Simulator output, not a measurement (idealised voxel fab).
The following process module bears the name voxel released beams.
cross-section cut | 150 nm wide | cells 5 nm
Format of a cross-section: grid, square cells. Given as bands. Order: top down. Band: one or more rows of cells. A band entry consists of two parts. The first gives the height of the band's top and the height of its bottom, in nm. The rest lists the band's materials from left to right, each with its width in nm. A single material labelled with the word "full width" fills the band from edge to edge, and the word "air" marks empty space. Measure heights from 0. That's the level where, below it, the as-received wafer is all one material. The lowest band is bottomless and extends downward; write it as in "0..down". Per-row width for "30->40": begins at first number (top row of band), ends at second number (bottom row), increment between rows held constant. "stayed the same" -> step changed no cross-section cell. This entry, "Enclosed void inventory", enumerates those empty regions of no fewer than 8 cells that possess no open connection to the top. Each region is reported in the form width x height at distance, the distance being taken from the left edge, with all three quantities expressed in nm. Step line, after settings: the simulator's comment on this step. overlay nm, on a step with a mask: how far to the right of its planned place the mask lay; to the left if negative.

The process steps that were planned are listed below
1) RECEIVE | material Si
2) CONFORMAL_DEP | material SiN | thk nm 10
3) DIRECTIONAL_DEP | material SiO2 | thk nm 20
4) DIRECTIONAL_DEP | material aC | thk nm 15
5) PATTERN | tone open | mask id ANCHOR | material resist | width nm 25 | thk nm 30 | overlay nm 0
6) DIRECTIONAL_ETCH | etch materials aC | depth nm 15
7) STRIP | etch materials resist
8) DIRECTIONAL_ETCH | etch materials SiO2 | depth nm 20
9) STRIP | etch materials aC
10) CONFORMAL_DEP | material TiN | thk nm 10
11) MASKED_ETCH | tone cover | mask id BEAM | width nm 85 | etch materials TiN | depth nm 10 | overlay nm 0
12) STRIP | etch materials SiO2

First of two wafers, with the run carried out as planned

Step 1 complete: cross-section of the wafer as received
	0..down | Si full width
	Enclosed void inventory: none

Cross-section of the wafer subsequent to step 2
	10..0 | SiN full width
	below 0: unchanged

Cross-section of the wafer subsequent to step 3
	30..10 | SiO2 full width
	below 10: unchanged

Cross-section of the wafer subsequent to step 4
	45..30 | aC full width
	below 30: unchanged

Cross-section of the wafer subsequent to step 5
	75..45 | resist (35) | air (25) | resist (90)
	below 45: unchanged

Cross-section of the wafer subsequent to step 6
	60..45 | resist (35) | air (25) | resist (90)
	45..30 | aC (35) | air (25) | aC (90)
	below 30: unchanged

Cross-section of the wafer subsequent to step 7
	45..30 | aC (35) | air (25) | aC (90)
	below 30: unchanged

Cross-section of the wafer subsequent to step 8
	45..30 | aC (35) | air (25) | aC (90)
	30..10 | SiO2 (35) | air (25) | SiO2 (90)
	below 10: unchanged

Cross-section of the wafer subsequent to step 9
	30..10 | SiO2 (35) | air (25) | SiO2 (90)
	below 10: unchanged

Cross-section of the wafer subsequent to step 10
	40..30 | TiN (45) | air (5) | TiN (100)
	30..20 | SiO2 (35) | TiN (10) | air (5) | TiN (10) | SiO2 (90)
	20..10 | SiO2 (35) | TiN (25) | SiO2 (90)
	below 10: unchanged

Cross-section of the wafer subsequent to step 11
	40..30 | air (30) | TiN (15) | air (5) | TiN (65) | air (35)
	below 30: unchanged

Cross-section of the wafer subsequent to step 12
	40..30 | air (30) | TiN (15) | air (5) | TiN (65) | air (35)
	30..20 | air (35) | TiN (10) | air (5) | TiN (10) | air (90)
	20..10 | air (35) | TiN (25) | air (90)
	below 10: unchanged

Okay, second wafer. Nothing different at the start, nothing different in the plan, just one mistake somewhere in the running. As far as step 10, counting that step, it's the first wafer all over again

Look at the second wafer in cross-section at the time step 11 ought to have finished
	40..30 | air (35) | TiN (10) | air (5) | TiN (65) | air (35)
	below 30: unchanged

Look at the second wafer in cross-section at the time step 12 ought to have finished
	40..30 | air (35) | TiN (10) | air (5) | TiN (65) | air (35)
	30..20 | air (35) | TiN (10) | air (5) | TiN (10) | air (90)
	20..10 | air (35) | TiN (25) | air (90)
	below 10: unchanged
Where did the run depart from the plan? so step 11 ended up running with a different setting than we planned, it ran as MASKED_ETCH | tone cover | mask id BEAM | width nm 80 | etch materials TiN | depth nm 10 | overlay nm 0
The closing comparison, in cells, has the second wafer with more or fewer of some materials than the first: -2 TiN
